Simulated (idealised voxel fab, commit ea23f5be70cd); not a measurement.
Name of the process module below: voxel quadruple lines
The cross-section on display is named cut; it measures 140 nm wide, and its cells are 5 nm squares.
Notation: cross-section as square-cell grid; stated in bands, top first, going down; one or more cell rows per band. Heights first: top, then bottom, in nm. Then materials, left to right, each with a width in nm. "throughout" on a single material: fills the band edge to edge. "empty": empty space. Zero point of the height axis is 0; under it, received wafer = one material. Lowest band: continues down indefinitely, "0..down". When a width is written as two numbers, as in "30 to 40", the first number is the width in the top row of cells of the band and the second is the width in its bottom row, and the width changes by the same amount from each row to the next. You'll sometimes find "stayed the same" written for a step, and that's the way of saying that nowhere in the cross-section did a cell change during that step. Empty spaces counting at least 8 cells and having no open way to the top are listed in "Encapsulated voids". The notation width x height at distance is used for each, the distance being from the left edge and all three values in nm. Heads up: the bit after the settings on a step's line is the simulator's remark on that step. "overlay nm" on a masked step: distance the mask lay right of its planned place, negative for left. For the reader: what remains of this document is a series of pairs, each showing a cross-section before one process step and a cross-section after that step which reaches down only to the lowest band that changed, with the step between them and its settings set out under the pair. It should not be assumed that a pair continues from the pair above it; the pairs can come from different runs of this module on the same starting wafer, and such continuity exists only where the entry headed "Pre-process" says so.
-- Pre-process
    0..down = Si throughout
    Encapsulated voids: none
-- Post-Step Appearance
    5..0 = SiO2 throughout
    Everything below 0 is unchanged.
    Encapsulated voids: none
Link between the two cross-sections above: op CONFORMAL_DEP | material SiO2 | thk nm 5
Pre-process: this step begins from the cross-section that the pair just above shows after its step.
-- Post-Step Appearance
    15..5 = TiN throughout
    Everything below 5 is unchanged.
    Encapsulated voids: none
Link between the two cross-sections above: op DIRECTIONAL_DEP | material TiN | thk nm 10
Pre-process: this step begins from the cross-section that the pair just above shows after its step.
-- Post-Step Appearance
    30..15 = polySi throughout
    Everything below 15 is unchanged.
    Encapsulated voids: none
Link between the two cross-sections above: op DIRECTIONAL_DEP | material polySi | thk nm 15
Pre-process: this step begins from the cross-section that the pair just above shows after its step.
-- Post-Step Appearance
    50..30 = aC throughout
    Everything below 30 is unchanged.
    Encapsulated voids: none
Link between the two cross-sections above: op DIRECTIONAL_DEP | material aC | thk nm 20
Pre-process: this step begins from the cross-section that the pair just above shows after its step.
-- Post-Step Appearance
    75..50 = 50 of empty  35 of resist  55 of empty
    Everything below 50 is unchanged.
    Encapsulated voids: none
Link between the two cross-sections above: op PATTERN | tone cover | mask id MANDREL | material resist | width nm 35 | thk nm 25 | overlay nm 0
Pre-process: this step begins from the cross-section that the pair just above shows after its step.
-- Post-Step Appearance
    55..50 = 50 of empty  35 of resist  55 of empty
    50..30 = 50 of empty  35 of aC  55 of empty
    Everything below 30 is unchanged.
    Encapsulated voids: none
Link between the two cross-sections above: op DIRECTIONAL_ETCH | etch materials aC | depth nm 20
Pre-process: this step begins from the cross-section that the pair just above shows after its step.
-- Post-Step Appearance
    50..30 = 50 of empty  35 of aC  55 of empty
    Everything below 30 is unchanged.
    Encapsulated voids: none
Link between the two cross-sections above: op STRIP | etch materials resist
Pre-process: this step begins from the cross-section that the pair just above shows after its step.
-- Post-Step Appearance
    65..50 = 35 of empty  65 of SiO2  40 of empty
    50..45 = 35 of empty  15 of SiO2  35 of aC  15 of SiO2  40 of empty
    45..30 = 50 of SiO2  35 of aC  55 of SiO2
    Everything below 30 is unchanged.
    Encapsulated voids: none
Link between the two cross-sections above: op CONFORMAL_DEP | material SiO2 | thk nm 15
Pre-process: this step begins from the cross-section that the pair just above shows after its step.
-- Post-Step Appearance
    50..30 = 35 of empty  15 of SiO2  35 of aC  15 of SiO2  40 of empty
    Everything below 30 is unchanged.
    Encapsulated voids: none
Link between the two cross-sections above: op DIRECTIONAL_ETCH | etch materials SiO2 | depth nm 15
Pre-process: this step begins from the cross-section that the pair just above shows after its step.
-- Post-Step Appearance
    50..30 = 35 of empty  15 of SiO2  35 of empty  15 of SiO2  40 of empty
    Everything below 30 is unchanged.
    Encapsulated voids: none
Link between the two cross-sections above: op STRIP | etch materials aC
Pre-process: this step begins from the cross-section that the pair just above shows after its step.
-- Post-Step Appearance
    50..30 = 35 of empty  15 of SiO2  35 of empty  15 of SiO2  40 of empty
    30..15 = 35 of empty  15 of polySi  35 of empty  15 of polySi  40 of empty
    Everything below 15 is unchanged.
    Encapsulated voids: none
Link between the two cross-sections above: op DIRECTIONAL_ETCH | etch materials polySi | depth nm 15
Pre-process: this step begins from the cross-section that the pair just above shows after its step.
-- Post-Step Appearance
    30..15 = 35 of empty  15 of polySi  35 of empty  15 of polySi  40 of empty
    Everything below 15 is unchanged.
    Encapsulated voids: none
Link between the two cross-sections above: op STRIP | etch materials SiO2
Pre-process: this step begins from the cross-section that the pair just above shows after its step.
-- Post-Step Appearance
    40..30 = 25 of empty  35 of SiCN  15 of empty  35 of SiCN  30 of empty
    30..25 = 25 of empty  10 of SiCN  15 of polySi  10 of SiCN  15 of empty  10 of SiCN  15 of polySi  10 of SiCN  30 of empty
    25..15 = 35 of SiCN  15 of polySi  35 of SiCN  15 of polySi  40 of SiCN
    Everything below 15 is unchanged.
    Encapsulated voids: none
Link between the two cross-sections above: op CONFORMAL_DEP | material SiCN | thk nm 10
Pre-process: this step begins from the cross-section that the pair just above shows after its step.
-- Post-Step Appearance
    30..15 = 25 of empty  10 of SiCN  15 of polySi  10 of SiCN  15 of empty  10 of SiCN  15 of polySi  10 of SiCN  30 of empty
    Everything below 15 is unchanged.
    Encapsulated voids: none
Link between the two cross-sections above: op DIRECTIONAL_ETCH | etch materials SiCN | depth nm 10
Pre-process: this step begins from the cross-section that the pair just above shows after its step.
-- Post-Step Appearance
    30..15 = 25 of empty  10 of SiCN  15 of empty  10 of SiCN  15 of empty  10 of SiCN  15 of empty  10 of SiCN  30 of empty
    Everything below 15 is unchanged.
    Encapsulated voids: none
Link between the two cross-sections above: op STRIP | etch materials polySi
Pre-process: this step begins from the cross-section that the pair just above shows after its step.
-- Post-Step Appearance
    30..15 = 25 of empty  10 of SiCN  15 of empty  10 of SiCN  15 of empty  10 of SiCN  15 of empty  10 of SiCN  30 of empty
    15..5 = 25 of empty  10 of TiN  15 of empty  10 of TiN  15 of empty  10 of TiN  15 of empty  10 of TiN  30 of empty
    Everything below 5 is unchanged.
    Encapsulated voids: none
Link between the two cross-sections above: op DIRECTIONAL_ETCH | etch materials TiN | depth nm 10
Pre-process: this step begins from the cross-section that the pair just above shows after its step.
-- Post-Step Appearance
    15..5 = 25 of empty  10 of TiN  15 of empty  10 of TiN  15 of empty  10 of TiN  15 of empty  10 of TiN  30 of empty
    Everything below 5 is unchanged.
    Encapsulated voids: none
Link between the two cross-sections above: op STRIP | etch materials SiCN
Pre-process: this step begins from the cross-section that the pair just above shows after its step.
-- Post-Step Appearance
    25..15 = SiO2 throughout
    15..5 = 25 of SiO2  10 of TiN  15 of SiO2  10 of TiN  15 of SiO2  10 of TiN  15 of SiO2  10 of TiN  30 of SiO2
    Everything below 5 is unchanged.
    Encapsulated voids: none
Link between the two cross-sections above: op FILL_DEP | material SiO2 | thk nm 10
Pre-process: this step begins from the cross-section that the pair just above shows after its step.
-- Post-Step Appearance
    15..5 = 25 of SiO2  10 of TiN  15 of SiO2  10 of TiN  15 of SiO2  10 of TiN  15 of SiO2  10 of TiN  30 of SiO2
    Everything below 5 is unchanged.
    Encapsulated voids: none
Link between the two cross-sections above: op CMP | height nm 15
-- Pre-process
    0..down = Si throughout
    Encapsulated voids: none
-- Post-Step Appearance
    10..0 = TiN throughout
    Everything below 0 is unchanged.
    Encapsulated voids: none
Link between the two cross-sections above: op DIRECTIONAL_DEP | material TiN | thk nm 10
Pre-process: this step begins from the cross-section that the pair just above shows after its step.
-- Post-Step Appearance
    25..10 = polySi throughout
    Everything below 10 is unchanged.
    Encapsulated voids: none
Link between the two cross-sections above: op DIRECTIONAL_DEP | material polySi | thk nm 15
Pre-process: this step begins from the cross-section that the pair just above shows after its step.
-- Post-Step Appearance
    45..25 = aC throughout
    Everything below 25 is unchanged.
    Encapsulated voids: none
Link between the two cross-sections above: op DIRECTIONAL_DEP | material aC | thk nm 20
Pre-process: this step begins from the cross-section that the pair just above shows after its step.
-- Post-Step Appearance
    70..45 = 50 of empty  35 of resist  55 of empty
    Everything below 45 is unchanged.
    Encapsulated voids: none
Link between the two cross-sections above: op PATTERN | tone cover | mask id MANDREL | material resist | width nm 35 | thk nm 25 | overlay nm 0
Pre-process: this step begins from the cross-section that the pair just above shows after its step.
-- Post-Step Appearance
    50..45 = 50 of empty  35 of resist  55 of empty
    45..25 = 50 of empty  35 of aC  55 of empty
    Everything below 25 is unchanged.
    Encapsulated voids: none
Link between the two cross-sections above: op DIRECTIONAL_ETCH | etch materials aC | depth nm 20
Pre-process: this step begins from the cross-section that the pair just above shows after its step.
-- Post-Step Appearance
    45..25 = 50 of empty  35 of aC  55 of empty
    Everything below 25 is unchanged.
    Encapsulated voids: none
Link between the two cross-sections above: op STRIP | etch materials resist
Pre-process: this step begins from the cross-section that the pair just above shows after its step.
-- Post-Step Appearance
    60..45 = 35 of empty  65 of SiO2  40 of empty
    45..40 = 35 of empty  15 of SiO2  35 of aC  15 of SiO2  40 of empty
    40..25 = 50 of SiO2  35 of aC  55 of SiO2
    Everything below 25 is unchanged.
    Encapsulated voids: none
Link between the two cross-sections above: op CONFORMAL_DEP | material SiO2 | thk nm 15
Pre-process: this step begins from the cross-section that the pair just above shows after its step.
-- Post-Step Appearance
    45..25 = 35 of empty  15 of SiO2  35 of aC  15 of SiO2  40 of empty
    Everything below 25 is unchanged.
    Encapsulated voids: none
Link between the two cross-sections above: op DIRECTIONAL_ETCH | etch materials SiO2 | depth nm 15
Pre-process: this step begins from the cross-section that the pair just above shows after its step.
-- Post-Step Appearance
    45..25 = 35 of empty  15 of SiO2  35 of empty  15 of SiO2  40 of empty
    Everything below 25 is unchanged.
    Encapsulated voids: none
Link between the two cross-sections above: op STRIP | etch materials aC
Pre-process: this step begins from the cross-section that the pair just above shows after its step.
-- Post-Step Appearance
    45..25 = 35 of empty  15 of SiO2  35 of empty  15 of SiO2  40 of empty
    25..10 = 35 of empty  15 of polySi  35 of empty  15 of polySi  40 of empty
    Everything below 10 is unchanged.
    Encapsulated voids: none
Link between the two cross-sections above: op DIRECTIONAL_ETCH | etch materials polySi | depth nm 15
Pre-process: this step begins from the cross-section that the pair just above shows after its step.
-- Post-Step Appearance
    25..10 = 35 of empty  15 of polySi  35 of empty  15 of polySi  40 of empty
    Everything below 10 is unchanged.
    Encapsulated voids: none
Link between the two cross-sections above: op STRIP | etch materials SiO2
Pre-process: this step begins from the cross-section that the pair just above shows after its step.
-- Post-Step Appearance
    35..25 = 25 of empty  35 of SiCN  15 of empty  35 of SiCN  30 of empty
    25..20 = 25 of empty  10 of SiCN  15 of polySi  10 of SiCN  15 of empty  10 of SiCN  15 of polySi  10 of SiCN  30 of empty
    20..10 = 35 of SiCN  15 of polySi  35 of SiCN  15 of polySi  40 of SiCN
    Everything below 10 is unchanged.
    Encapsulated voids: none
Link between the two cross-sections above: op CONFORMAL_DEP | material SiCN | thk nm 10
Pre-process: this step begins from the cross-section that the pair just above shows after its step.
-- Post-Step Appearance
    25..10 = 25 of empty  10 of SiCN  15 of polySi  10 of SiCN  15 of empty  10 of SiCN  15 of polySi  10 of SiCN  30 of empty
    Everything below 10 is unchanged.
    Encapsulated voids: none
Link between the two cross-sections above: op DIRECTIONAL_ETCH | etch materials SiCN | depth nm 10
Pre-process: this step begins from the cross-section that the pair just above shows after its step.
-- Post-Step Appearance
    25..10 = 25 of empty  10 of SiCN  15 of empty  10 of SiCN  15 of empty  10 of SiCN  15 of empty  10 of SiCN  30 of empty
    Everything below 10 is unchanged.
    Encapsulated voids: none
Link between the two cross-sections above: op STRIP | etch materials polySi
Pre-process: this step begins from the cross-section that the pair just above shows after its step.
-- Post-Step Appearance
    25..10 = 25 of empty  10 of SiCN  15 of empty  10 of SiCN  15 of empty  10 of SiCN  15 of empty  10 of SiCN  30 of empty
    10..0 = 25 of empty  10 of TiN  15 of empty  10 of TiN  15 of empty  10 of TiN  15 of empty  10 of TiN  30 of empty
    Everything below 0 is unchanged.
    Encapsulated voids: none
Link between the two cross-sections above: op DIRECTIONAL_ETCH | etch materials TiN | depth nm 10
Pre-process: this step begins from the cross-section that the pair just above shows after its step.
-- Post-Step Appearance
    10..0 = 25 of empty  10 of TiN  15 of empty  10 of TiN  15 of empty  10 of TiN  15 of empty  10 of TiN  30 of empty
    Everything below 0 is unchanged.
    Encapsulated voids: none
Link between the two cross-sections above: op STRIP | etch materials SiCN
Pre-process: this step begins from the cross-section that the pair just above shows after its step.
-- Post-Step Appearance
    20..10 = SiO2 throughout
    10..0 = 25 of SiO2  10 of TiN  15 of SiO2  10 of TiN  15 of SiO2  10 of TiN  15 of SiO2  10 of TiN  30 of SiO2
    Everything below 0 is unchanged.
    Encapsulated voids: none
Link between the two cross-sections above: op FILL_DEP | material SiO2 | thk nm 10
Pre-process: this step begins from the cross-section that the pair just above shows after its step.
-- Post-Step Appearance
    15..10 = SiO2 throughout
    Everything below 10 is unchanged.
    Encapsulated voids: none
Link between the two cross-sections above: op CMP | height nm 15
-- Pre-process
    55..50 = 50 of empty  35 of resist  55 of empty
    50..30 = 50 of empty  35 of aC  55 of empty
    30..15 = polySi throughout
    15..5 = TiN throughout
    5..0 = SiO2 throughout
    0..down = Si throughout
    Encapsulated voids: none
-- Post-Step Appearance
    35..30 = 50 of empty  35 of aC  55 of empty
    Everything below 30 is unchanged.
    Encapsulated voids: none
Link between the two cross-sections above: op DIRECTIONAL_ETCH | etch materials aC | depth nm 20
Pre-process: this step begins from the cross-section that the pair just above shows after its step.
-- Post-Step Appearance
    50..45 = 35 of empty  65 of SiO2  40 of empty
    45..35 = SiO2 throughout
    35..30 = 50 of SiO2  35 of aC  55 of SiO2
    Everything below 30 is unchanged.
    Encapsulated voids: none
Link between the two cross-sections above: op CONFORMAL_DEP | material SiO2 | thk nm 15
Pre-process: this step begins from the cross-section that the pair just above shows after its step.
-- Post-Step Appearance
    35..30 = 35 of empty  15 of SiO2  35 of aC  15 of SiO2  40 of empty
    Everything below 30 is unchanged.
    Encapsulated voids: none
Link between the two cross-sections above: op DIRECTIONAL_ETCH | etch materials SiO2 | depth nm 15
Pre-process: this step begins from the cross-section that the pair just above shows after its step.
-- Post-Step Appearance
    35..30 = 35 of empty  15 of SiO2  35 of empty  15 of SiO2  40 of empty
    Everything below 30 is unchanged.
    Encapsulated voids: none
Link between the two cross-sections above: op STRIP | etch materials aC
Pre-process: this step begins from the cross-section that the pair just above shows after its step.
-- Post-Step Appearance
    35..30 = 35 of empty  15 of SiO2  35 of empty  15 of SiO2  40 of empty
    30..15 = 35 of empty  15 of polySi  35 of empty  15 of polySi  40 of empty
    Everything below 15 is unchanged.
    Encapsulated voids: none
Link between the two cross-sections above: op DIRECTIONAL_ETCH | etch materials polySi | depth nm 15
Pre-process: this step begins from the cross-section that the pair just above shows after its step.
-- Post-Step Appearance
    30..15 = 35 of empty  15 of polySi  35 of empty  15 of polySi  40 of empty
    Everything below 15 is unchanged.
    Encapsulated voids: none
Link between the two cross-sections above: op STRIP | etch materials SiO2
-- Pre-process
    5..0 = SiO2 throughout
    0..down = Si throughout
    Encapsulated voids: none
-- Post-Step Appearance
    20..5 = polySi throughout
    Everything below 5 is unchanged.
    Encapsulated voids: none
Link between the two cross-sections above: op DIRECTIONAL_DEP | material polySi | thk nm 15
Pre-process: this step begins from the cross-section that the pair just above shows after its step.
-- Post-Step Appearance
    30..20 = TiN throughout
    Everything below 20 is unchanged.
    Encapsulated voids: none
Link between the two cross-sections above: op DIRECTIONAL_DEP | material TiN | thk nm 10
Pre-process: this step begins from the cross-section that the pair just above shows after its step.
-- Post-Step Appearance
    50..30 = aC throughout
    Everything below 30 is unchanged.
    Encapsulated voids: none
Link between the two cross-sections above: op DIRECTIONAL_DEP | material aC | thk nm 20
Pre-process: this step begins from the cross-section that the pair just above shows after its step.
-- Post-Step Appearance
    75..50 = 50 of empty  35 of resist  55 of empty
    Everything below 50 is unchanged.
    Encapsulated voids: none
Link between the two cross-sections above: op PATTERN | tone cover | mask id MANDREL | material resist | width nm 35 | thk nm 25 | overlay nm 0
Pre-process: this step begins from the cross-section that the pair just above shows after its step.
-- Post-Step Appearance
    55..50 = 50 of empty  35 of resist  55 of empty
    50..30 = 50 of empty  35 of aC  55 of empty
    Everything below 30 is unchanged.
    Encapsulated voids: none
Link between the two cross-sections above: op DIRECTIONAL_ETCH | etch materials aC | depth nm 20
Pre-process: this step begins from the cross-section that the pair just above shows after its step.
-- Post-Step Appearance
    50..30 = 50 of empty  35 of aC  55 of empty
    Everything below 30 is unchanged.
    Encapsulated voids: none
Link between the two cross-sections above: op STRIP | etch materials resist
Pre-process: this step begins from the cross-section that the pair just above shows after its step.
-- Post-Step Appearance
    65..50 = 35 of empty  65 of SiO2  40 of empty
    50..45 = 35 of empty  15 of SiO2  35 of aC  15 of SiO2  40 of empty
    45..30 = 50 of SiO2  35 of aC  55 of SiO2
    Everything below 30 is unchanged.
    Encapsulated voids: none
Link between the two cross-sections above: op CONFORMAL_DEP | material SiO2 | thk nm 15
Pre-process: this step begins from the cross-section that the pair just above shows after its step.
-- Post-Step Appearance
    50..30 = 35 of empty  15 of SiO2  35 of aC  15 of SiO2  40 of empty
    Everything below 30 is unchanged.
    Encapsulated voids: none
Link between the two cross-sections above: op DIRECTIONAL_ETCH | etch materials SiO2 | depth nm 15
Pre-process: this step begins from the cross-section that the pair just above shows after its step.
-- Post-Step Appearance
    50..30 = 35 of empty  15 of SiO2  35 of empty  15 of SiO2  40 of empty
    Everything below 30 is unchanged.
    Encapsulated voids: none
Link between the two cross-sections above: op STRIP | etch materials aC
Pre-process: this step begins from the cross-section that the pair just above shows after its step.
-- Post-Step Appearance
    30..20 = TiN throughout
    Everything below 20 is unchanged.
    Encapsulated voids: none
Link between the two cross-sections above: op STRIP | etch materials SiO2
Pre-process: this step begins from the cross-section that the pair just above shows after its step.
-- Post-Step Appearance
    40..30 = SiCN throughout
    Everything below 30 is unchanged.
    Encapsulated voids: none
Link between the two cross-sections above: op CONFORMAL_DEP | material SiCN | thk nm 10
Pre-process: this step begins from the cross-section that the pair just above shows after its step.
-- Post-Step Appearance
    30..20 = TiN throughout
    Everything below 20 is unchanged.
    Encapsulated voids: none
Link between the two cross-sections above: op DIRECTIONAL_ETCH | etch materials SiCN | depth nm 10
Pre-process: this step begins from the cross-section that the pair just above shows after its step.
-- Post-Step Appearance
    20..5 = polySi throughout
    Everything below 5 is unchanged.
    Encapsulated voids: none
Link between the two cross-sections above: op DIRECTIONAL_ETCH | etch materials TiN | depth nm 10
Pre-process: this step begins from the cross-section that the pair just above shows after its step.
-- Post-Step Appearance
    30..20 = SiO2 throughout
    Everything below 20 is unchanged.
    Encapsulated voids: none
Link between the two cross-sections above: op FILL_DEP | material SiO2 | thk nm 10
Pre-process: this step begins from the cross-section that the pair just above shows after its step.
-- Post-Step Appearance
    15..5 = polySi throughout
    Everything below 5 is unchanged.
    Encapsulated voids: none
Link between the two cross-sections above: op CMP | height nm 15
-- Pre-process
    5..0 = SiO2 throughout
    0..down = Si throughout
    Encapsulated voids: none
-- Post-Step Appearance
    10..5 = TiN throughout
    Everything below 5 is unchanged.
    Encapsulated voids: none
Link between the two cross-sections above: op DIRECTIONAL_DEP | material TiN | thk nm 5
Pre-process: this step begins from the cross-section that the pair just above shows after its step.
-- Post-Step Appearance
    25..10 = polySi throughout
    Everything below 10 is unchanged.
    Encapsulated voids: none
Link between the two cross-sections above: op DIRECTIONAL_DEP | material polySi | thk nm 15
Pre-process: this step begins from the cross-section that the pair just above shows after its step.
-- Post-Step Appearance
    45..25 = aC throughout
    Everything below 25 is unchanged.
    Encapsulated voids: none
Link between the two cross-sections above: op DIRECTIONAL_DEP | material aC | thk nm 20
Pre-process: this step begins from the cross-section that the pair just above shows after its step.
-- Post-Step Appearance
    70..45 = 50 of empty  35 of resist  55 of empty
    Everything below 45 is unchanged.
    Encapsulated voids: none
Link between the two cross-sections above: op PATTERN | tone cover | mask id MANDREL | material resist | width nm 35 | thk nm 25 | overlay nm 0
Pre-process: this step begins from the cross-section that the pair just above shows after its step.
-- Post-Step Appearance
    50..45 = 50 of empty  35 of resist  55 of empty
    45..25 = 50 of empty  35 of aC  55 of empty
    Everything below 25 is unchanged.
    Encapsulated voids: none
Link between the two cross-sections above: op DIRECTIONAL_ETCH | etch materials aC | depth nm 20
Pre-process: this step begins from the cross-section that the pair just above shows after its step.
-- Post-Step Appearance
    45..25 = 50 of empty  35 of aC  55 of empty
    Everything below 25 is unchanged.
    Encapsulated voids: none
Link between the two cross-sections above: op STRIP | etch materials resist
Pre-process: this step begins from the cross-section that the pair just above shows after its step.
-- Post-Step Appearance
    60..45 = 35 of empty  65 of SiO2  40 of empty
    45..40 = 35 of empty  15 of SiO2  35 of aC  15 of SiO2  40 of empty
    40..25 = 50 of SiO2  35 of aC  55 of SiO2
    Everything below 25 is unchanged.
    Encapsulated voids: none
Link between the two cross-sections above: op CONFORMAL_DEP | material SiO2 | thk nm 15
Pre-process: this step begins from the cross-section that the pair just above shows after its step.
-- Post-Step Appearance
    45..25 = 35 of empty  15 of SiO2  35 of aC  15 of SiO2  40 of empty
    Everything below 25 is unchanged.
    Encapsulated voids: none
Link between the two cross-sections above: op DIRECTIONAL_ETCH | etch materials SiO2 | depth nm 15
Pre-process: this step begins from the cross-section that the pair just above shows after its step.
-- Post-Step Appearance
    45..25 = 35 of empty  15 of SiO2  35 of empty  15 of SiO2  40 of empty
    Everything below 25 is unchanged.
    Encapsulated voids: none
Link between the two cross-sections above: op STRIP | etch materials aC
Pre-process: this step begins from the cross-section that the pair just above shows after its step.
-- Post-Step Appearance
    45..25 = 35 of empty  15 of SiO2  35 of empty  15 of SiO2  40 of empty
    25..10 = 35 of empty  15 of polySi  35 of empty  15 of polySi  40 of empty
    Everything below 10 is unchanged.
    Encapsulated voids: none
Link between the two cross-sections above: op DIRECTIONAL_ETCH | etch materials polySi | depth nm 15
Pre-process: this step begins from the cross-section that the pair just above shows after its step.
-- Post-Step Appearance
    25..10 = 35 of empty  15 of polySi  35 of empty  15 of polySi  40 of empty
    Everything below 10 is unchanged.
    Encapsulated voids: none
Link between the two cross-sections above: op STRIP | etch materials SiO2
Pre-process: this step begins from the cross-section that the pair just above shows after its step.
-- Post-Step Appearance
    35..25 = 25 of empty  35 of SiCN  15 of empty  35 of SiCN  30 of empty
    25..20 = 25 of empty  10 of SiCN  15 of polySi  10 of SiCN  15 of empty  10 of SiCN  15 of polySi  10 of SiCN  30 of empty
    20..10 = 35 of SiCN  15 of polySi  35 of SiCN  15 of polySi  40 of SiCN
    Everything below 10 is unchanged.
    Encapsulated voids: none
Link between the two cross-sections above: op CONFORMAL_DEP | material SiCN | thk nm 10
Pre-process: this step begins from the cross-section that the pair just above shows after its step.
-- Post-Step Appearance
    25..10 = 25 of empty  10 of SiCN  15 of polySi  10 of SiCN  15 of empty  10 of SiCN  15 of polySi  10 of SiCN  30 of empty
    Everything below 10 is unchanged.
    Encapsulated voids: none
Link between the two cross-sections above: op DIRECTIONAL_ETCH | etch materials SiCN | depth nm 10
Pre-process: this step begins from the cross-section that the pair just above shows after its step.
-- Post-Step Appearance
    25..10 = 25 of empty  10 of SiCN  15 of empty  10 of SiCN  15 of empty  10 of SiCN  15 of empty  10 of SiCN  30 of empty
    Everything below 10 is unchanged.
    Encapsulated voids: none
Link between the two cross-sections above: op STRIP | etch materials polySi
Pre-process: this step begins from the cross-section that the pair just above shows after its step.
-- Post-Step Appearance
    25..10 = 25 of empty  10 of SiCN  15 of empty  10 of SiCN  15 of empty  10 of SiCN  15 of empty  10 of SiCN  30 of empty
    10..5 = 25 of empty  10 of TiN  15 of empty  10 of TiN  15 of empty  10 of TiN  15 of empty  10 of TiN  30 of empty
    Everything below 5 is unchanged.
    Encapsulated voids: none
Link between the two cross-sections above: op DIRECTIONAL_ETCH | etch materials TiN | depth nm 10
Pre-process: this step begins from the cross-section that the pair just above shows after its step.
-- Post-Step Appearance
    10..5 = 25 of empty  10 of TiN  15 of empty  10 of TiN  15 of empty  10 of TiN  15 of empty  10 of TiN  30 of empty
    Everything below 5 is unchanged.
    Encapsulated voids: none
Link between the two cross-sections above: op STRIP | etch materials SiCN
Pre-process: this step begins from the cross-section that the pair just above shows after its step.
-- Post-Step Appearance
    20..10 = SiO2 throughout
    10..5 = 25 of SiO2  10 of TiN  15 of SiO2  10 of TiN  15 of SiO2  10 of TiN  15 of SiO2  10 of TiN  30 of SiO2
    Everything below 5 is unchanged.
    Encapsulated voids: none
Link between the two cross-sections above: op FILL_DEP | material SiO2 | thk nm 10
Pre-process: this step begins from the cross-section that the pair just above shows after its step.
-- Post-Step Appearance
    15..10 = SiO2 throughout
    Everything below 10 is unchanged.
    Encapsulated voids: none
Link between the two cross-sections above: op CMP | height nm 15
-- Pre-process
    50..30 = aC throughout
    30..15 = polySi throughout
    15..5 = TiN throughout
    5..0 = SiO2 throughout
    0..down = Si throughout
    Encapsulated voids: none
-- Post-Step Appearance
    75..50 = 45 of empty  45 of resist  50 of empty
    Everything below 50 is unchanged.
    Encapsulated voids: none
Link between the two cross-sections above: op PATTERN | tone cover | mask id MANDREL | material resist | width nm 45 | thk nm 25 | overlay nm 0
Pre-process: this step begins from the cross-section that the pair just above shows after its step.
-- Post-Step Appearance
    55..50 = 45 of empty  45 of resist  50 of empty
    50..30 = 45 of empty  45 of aC  50 of empty
    Everything below 30 is unchanged.
    Encapsulated voids: none
Link between the two cross-sections above: op DIRECTIONAL_ETCH | etch materials aC | depth nm 20
Pre-process: this step begins from the cross-section that the pair just above shows after its step.
-- Post-Step Appearance
    50..30 = 45 of empty  45 of aC  50 of empty
    Everything below 30 is unchanged.
    Encapsulated voids: none
Link between the two cross-sections above: op STRIP | etch materials resist
Pre-process: this step begins from the cross-section that the pair just above shows after its step.
-- Post-Step Appearance
    65..50 = 30 of empty  75 of SiO2  35 of empty
    50..45 = 30 of empty  15 of SiO2  45 of aC  15 of SiO2  35 of empty
    45..30 = 45 of SiO2  45 of aC  50 of SiO2
    Everything below 30 is unchanged.
    Encapsulated voids: none
Link between the two cross-sections above: op CONFORMAL_DEP | material SiO2 | thk nm 15
Pre-process: this step begins from the cross-section that the pair just above shows after its step.
-- Post-Step Appearance
    50..30 = 30 of empty  15 of SiO2  45 of aC  15 of SiO2  35 of empty
    Everything below 30 is unchanged.
    Encapsulated voids: none
Link between the two cross-sections above: op DIRECTIONAL_ETCH | etch materials SiO2 | depth nm 15
Pre-process: this step begins from the cross-section that the pair just above shows after its step.
-- Post-Step Appearance
    50..30 = 30 of empty  15 of SiO2  45 of empty  15 of SiO2  35 of empty
    Everything below 30 is unchanged.
    Encapsulated voids: none
Link between the two cross-sections above: op STRIP | etch materials aC
Pre-process: this step begins from the cross-section that the pair just above shows after its step.
-- Post-Step Appearance
    50..30 = 30 of empty  15 of SiO2  45 of empty  15 of SiO2  35 of empty
    30..15 = 30 of empty  15 of polySi  45 of empty  15 of polySi  35 of empty
    Everything below 15 is unchanged.
    Encapsulated voids: none
Link between the two cross-sections above: op DIRECTIONAL_ETCH | etch materials polySi | depth nm 15
Pre-process: this step begins from the cross-section that the pair just above shows after its step.
-- Post-Step Appearance
    30..15 = 30 of empty  15 of polySi  45 of empty  15 of polySi  35 of empty
    Everything below 15 is unchanged.
    Encapsulated voids: none
Link between the two cross-sections above: op STRIP | etch materials SiO2
Pre-process: this step begins from the cross-section that the pair just above shows after its step.
-- Post-Step Appearance
    40..30 = 20 of empty  35 of SiCN  25 of empty  35 of SiCN  25 of empty
    30..25 = 20 of empty  10 of SiCN  15 of polySi  10 of SiCN  25 of empty  10 of SiCN  15 of polySi  10 of SiCN  25 of empty
    25..15 = 30 of SiCN  15 of polySi  45 of SiCN  15 of polySi  35 of SiCN
    Everything below 15 is unchanged.
    Encapsulated voids: none
Link between the two cross-sections above: op CONFORMAL_DEP | material SiCN | thk nm 10
Pre-process: this step begins from the cross-section that the pair just above shows after its step.
-- Post-Step Appearance
    30..15 = 20 of empty  10 of SiCN  15 of polySi  10 of SiCN  25 of empty  10 of SiCN  15 of polySi  10 of SiCN  25 of empty
    Everything below 15 is unchanged.
    Encapsulated voids: none
Link between the two cross-sections above: op DIRECTIONAL_ETCH | etch materials SiCN | depth nm 10
Pre-process: this step begins from the cross-section that the pair just above shows after its step.
-- Post-Step Appearance
    30..15 = 20 of empty  10 of SiCN  15 of empty  10 of SiCN  25 of empty  10 of SiCN  15 of empty  10 of SiCN  25 of empty
    Everything below 15 is unchanged.
    Encapsulated voids: none
Link between the two cross-sections above: op STRIP | etch materials polySi
Pre-process: this step begins from the cross-section that the pair just above shows after its step.
-- Post-Step Appearance
    30..15 = 20 of empty  10 of SiCN  15 of empty  10 of SiCN  25 of empty  10 of SiCN  15 of empty  10 of SiCN  25 of empty
    15..5 = 20 of empty  10 of TiN  15 of empty  10 of TiN  25 of empty  10 of TiN  15 of empty  10 of TiN  25 of empty
    Everything below 5 is unchanged.
    Encapsulated voids: none
Link between the two cross-sections above: op DIRECTIONAL_ETCH | etch materials TiN | depth nm 10
Pre-process: this step begins from the cross-section that the pair just above shows after its step.
-- Post-Step Appearance
    15..5 = 20 of empty  10 of TiN  15 of empty  10 of TiN  25 of empty  10 of TiN  15 of empty  10 of TiN  25 of empty
    Everything below 5 is unchanged.
    Encapsulated voids: none
Link between the two cross-sections above: op STRIP | etch materials SiCN
Pre-process: this step begins from the cross-section that the pair just above shows after its step.
-- Post-Step Appearance
    25..15 = SiO2 throughout
    15..5 = 20 of SiO2  10 of TiN  15 of SiO2  10 of TiN  25 of SiO2  10 of TiN  15 of SiO2  10 of TiN  25 of SiO2
    Everything below 5 is unchanged.
    Encapsulated voids: none
Link between the two cross-sections above: op FILL_DEP | material SiO2 | thk nm 10
Pre-process: this step begins from the cross-section that the pair just above shows after its step.
-- Post-Step Appearance
    15..5 = 20 of SiO2  10 of TiN  15 of SiO2  10 of TiN  25 of SiO2  10 of TiN  15 of SiO2  10 of TiN  25 of SiO2
    Everything below 5 is unchanged.
    Encapsulated voids: none
Link between the two cross-sections above: op CMP | height nm 15
